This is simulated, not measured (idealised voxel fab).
process module | voxel wiring stack
cross-section cut | 300 nm wide | cells 5 nm
A cross-section is a grid of square cells, given in bands from the top down. A band is one or more rows of cells.
Each band's line starts with the height of the band's top and of its bottom, in nm. Then come its materials from left to right, each with its width in nm. One material with "throughout" fills the band from edge to edge. "air" is empty space.
Height 0 is the level under which the wafer as received is all one material. The lowest band goes on downwards, as in "0 down".
A width such as "30 to 40" changes by the same amount from each row of cells to the next, from the band's top row to its bottom row.
"no change" after a step means that no cell of the cross-section changed.
closed voids: empty space of 8 cells or more with no open way to the top, each as width x height at its distance from the left edge, in nm
after a step's settings: what the simulator itself notes on the step
overlay nm, on a step with a mask: how far to the right of its planned place the mask lay; to the left if negative
plan
1 op RECEIVE | material Si
2 op CONFORMAL_DEP | material SiO2 | thk nm 15
3 op DIRECTIONAL_DEP | material TiN | thk nm 5
4 op DIRECTIONAL_DEP | material W | thk nm 15
5 op PATTERN | tone cover | mask id METAL_1 | material resist | width nm 25 | pitch nm 55 | thk nm 20 | overlay nm 0
6 op DIRECTIONAL_ETCH | etch materials W | depth nm 15
7 op DIRECTIONAL_ETCH | etch materials TiN | depth nm 5
8 op STRIP | etch materials resist
9 op CONFORMAL_DEP | material SiCN | thk nm 5
10 op FILL_DEP | material lowk | thk nm 10
11 op CMP | height nm 35
12 op CONFORMAL_DEP | material SiCN | thk nm 5
13 op DIRECTIONAL_DEP | material lowk | thk nm 10
14 op DIRECTIONAL_DEP | material aC | thk nm 10
15 op PATTERN | tone open | mask id PLUG_1 | material resist | width nm 15 | thk nm 25 | overlay nm 0
16 op DIRECTIONAL_ETCH | etch materials aC | depth nm 10
17 op STRIP | etch materials resist
18 op DIRECTIONAL_ETCH | etch materials lowk | depth nm 10
19 op DIRECTIONAL_ETCH | etch materials SiCN | depth nm 5
20 op STRIP | etch materials aC
21 op CONFORMAL_DEP | material TiN | thk nm 5
22 op FILL_DEP | material Cu | thk nm 5
23 op CMP | height nm 50
24 op CONFORMAL_DEP | material SiCN | thk nm 5
25 op DIRECTIONAL_DEP | material lowk | thk nm 15
26 op MASKED_ETCH | tone open | mask id METAL_2 | width nm 25 | pitch nm 55 | etch materials lowk | depth nm 15 | overlay nm 0
27 op MASKED_ETCH | tone open | mask id METAL_2 | width nm 15 | pitch nm 55 | etch materials SiCN | depth nm 5 | overlay nm 0
28 op CONFORMAL_DEP | material TiN | thk nm 5
29 op FILL_DEP | material Cu | thk nm 5
30 op CMP | height nm 70
31 op CONFORMAL_DEP | material SiCN | thk nm 5
32 op DIRECTIONAL_DEP | material lowk | thk nm 15
33 op PATTERN | tone open | mask id PLUG_2 | material resist | width nm 15 | thk nm 15 | overlay nm 0
34 op DIRECTIONAL_ETCH | etch materials lowk | depth nm 15
35 op DIRECTIONAL_ETCH | etch materials SiCN | depth nm 5
36 op STRIP | etch materials resist
37 op CONFORMAL_DEP | material TiN | thk nm 5
38 op FILL_DEP | material Cu | thk nm 5
39 op CMP | height nm 90
40 op DIRECTIONAL_DEP | material TiN | thk nm 5
41 op DIRECTIONAL_DEP | material Ru | thk nm 20
42 op MASKED_ETCH | tone cover | mask id METAL_3 | width nm 25 | pitch nm 55 | etch materials Ru | depth nm 20 | overlay nm 0
43 op MASKED_ETCH | tone cover | mask id METAL_3 | width nm 25 | pitch nm 55 | etch materials TiN | depth nm 5 | overlay nm 0
44 op CONFORMAL_DEP | material SiCN | thk nm 5
45 op FILL_DEP | material SiO2 | thk nm 5
46 op CMP | height nm 115
47 op CONFORMAL_DEP | material SiCN | thk nm 5
48 op DIRECTIONAL_DEP | material lowk | thk nm 30
49 op PATTERN | tone open | mask id METAL_4_HOLES | material resist | width nm 15 | pitch nm 55 | thk nm 20 | overlay nm 0
50 op DIRECTIONAL_ETCH | etch materials lowk | depth nm 30
51 op STRIP | etch materials resist
52 op PATTERN | tone open | mask id METAL_4 | material resist | width nm 25 | pitch nm 55 | thk nm 15 | overlay nm 0
53 op DIRECTIONAL_ETCH | etch materials lowk | depth nm 15
54 op DIRECTIONAL_ETCH | etch materials SiCN | depth nm 5
55 op STRIP | etch materials resist
56 op CONFORMAL_DEP | material TiN | thk nm 5
57 op FILL_DEP | material Cu | thk nm 10
58 op CMP | height nm 150
59 op CONFORMAL_DEP | material SiN | thk nm 5
varied across the wafers: width nm of step 27. The plan shows the first wafer's value. All wafers start alike
first wafer as received, after step 1
  0 down: Si throughout
  closed voids: none
first wafer at the end, after step 59
  155 to 150: SiN throughout
  150 to 140: lowk 110 | TiN 5 | Cu 15 | TiN 5 | lowk 30 | TiN 5 | Cu 15 | TiN 5 | lowk 110
  140 to 135: lowk 110 | TiN 5 | Cu 5 | TiN 15 | lowk 30 | TiN 5 | Cu 5 | TiN 15 | lowk 110
  135 to 120: lowk 110 | TiN 5 | Cu 5 | TiN 5 | lowk 40 | TiN 5 | Cu 5 | TiN 5 | lowk 120
  120 to 115: SiCN 110 | TiN 15 | SiCN 40 | TiN 15 | SiCN 120
  115 to 95: SiO2 105 | SiCN 5 | Ru 25 | SiCN 5 | SiO2 20 | SiCN 5 | Ru 25 | SiCN 5 | SiO2 105
  95 to 90: SiCN 110 | TiN 25 | SiCN 30 | TiN 25 | SiCN 110
  90 to 75: lowk 110 | TiN 5 | Cu 5 | TiN 5 | lowk 175
  75 to 70: SiCN 110 | TiN 15 | SiCN 175
  70 to 60: lowk 110 | TiN 5 | Cu 15 | TiN 5 | lowk 30 | TiN 5 | Cu 15 | TiN 5 | lowk 110
  60 to 55: lowk 110 | TiN 10 | Cu 5 | TiN 10 | lowk 30 | TiN 10 | Cu 5 | TiN 10 | lowk 110
  55 to 50: SiCN 115 | TiN 15 | SiCN 40 | TiN 15 | SiCN 115
  50 to 40: lowk 110 | TiN 5 | Cu 5 | TiN 5 | lowk 175
  40 to 35: SiCN 110 | TiN 15 | SiCN 175
  35 to 20: lowk 105 | SiCN 5 | W 25 | SiCN 5 | lowk 20 | SiCN 5 | W 25 | SiCN 5 | lowk 105
  20 to 15: SiCN 110 | TiN 25 | SiCN 30 | TiN 25 | SiCN 110
  15 to 0: SiO2 throughout
  0 down: Si throughout
  closed voids: none
last wafer at the end
  155 to 150: SiN throughout
  150 to 140: lowk 110 | TiN 5 | Cu 15 | TiN 5 | lowk 30 | TiN 5 | Cu 15 | TiN 5 | lowk 110
  140 to 135: lowk 110 | TiN 5 | Cu 5 | TiN 15 | lowk 30 | TiN 5 | Cu 5 | TiN 15 | lowk 110
  135 to 120: lowk 110 | TiN 5 | Cu 5 | TiN 5 | lowk 40 | TiN 5 | Cu 5 | TiN 5 | lowk 120
  120 to 115: SiCN 110 | TiN 15 | SiCN 40 | TiN 15 | SiCN 120
  115 to 95: SiO2 105 | SiCN 5 | Ru 25 | SiCN 5 | SiO2 20 | SiCN 5 | Ru 25 | SiCN 5 | SiO2 105
  95 to 90: SiCN 110 | TiN 25 | SiCN 30 | TiN 25 | SiCN 110
  90 to 75: lowk 110 | TiN 5 | Cu 5 | TiN 5 | lowk 175
  75 to 70: SiCN 110 | TiN 15 | SiCN 175
  70 to 55: lowk 110 | TiN 5 | Cu 15 | TiN 5 | lowk 30 | TiN 5 | Cu 15 | TiN 5 | lowk 110
  55 to 50: SiCN 110 | TiN 25 | SiCN 30 | TiN 25 | SiCN 110
  50 to 40: lowk 110 | TiN 5 | Cu 5 | TiN 5 | lowk 175
  40 to 35: SiCN 110 | TiN 15 | SiCN 175
  35 to 20: lowk 105 | SiCN 5 | W 25 | SiCN 5 | lowk 20 | SiCN 5 | W 25 | SiCN 5 | lowk 105
  20 to 15: SiCN 110 | TiN 25 | SiCN 30 | TiN 25 | SiCN 110
  15 to 0: SiO2 throughout
  0 down: Si throughout
  closed voids: none
each wafer at the end: cells of each material gained (+) or lost (-) since it was received, then its closed voids
width nm 15 | +39 Cu | +40 Ru | +350 SiCN | +60 SiN | +364 SiO2 | +92 TiN | +30 W | +885 lowk | closed voids: none
width nm 20 | +41 Cu | +40 Ru | +348 SiCN | +60 SiN | +364 SiO2 | +92 TiN | +30 W | +885 lowk | closed voids: none
width nm 25 | +43 Cu | +40 Ru | +346 SiCN | +60 SiN | +364 SiO2 | +92 TiN | +30 W | +885 lowk | closed voids: none
width nm 30 | +43 Cu | +40 Ru | +346 SiCN | +60 SiN | +364 SiO2 | +92 TiN | +30 W | +885 lowk | closed voids: none
width nm 35 | +43 Cu | +40 Ru | +346 SiCN | +60 SiN | +364 SiO2 | +92 TiN | +30 W | +885 lowk | closed voids: none
width nm 40 | +43 Cu | +40 Ru | +346 SiCN | +60 SiN | +364 SiO2 | +92 TiN | +30 W | +885 lowk | closed voids: none
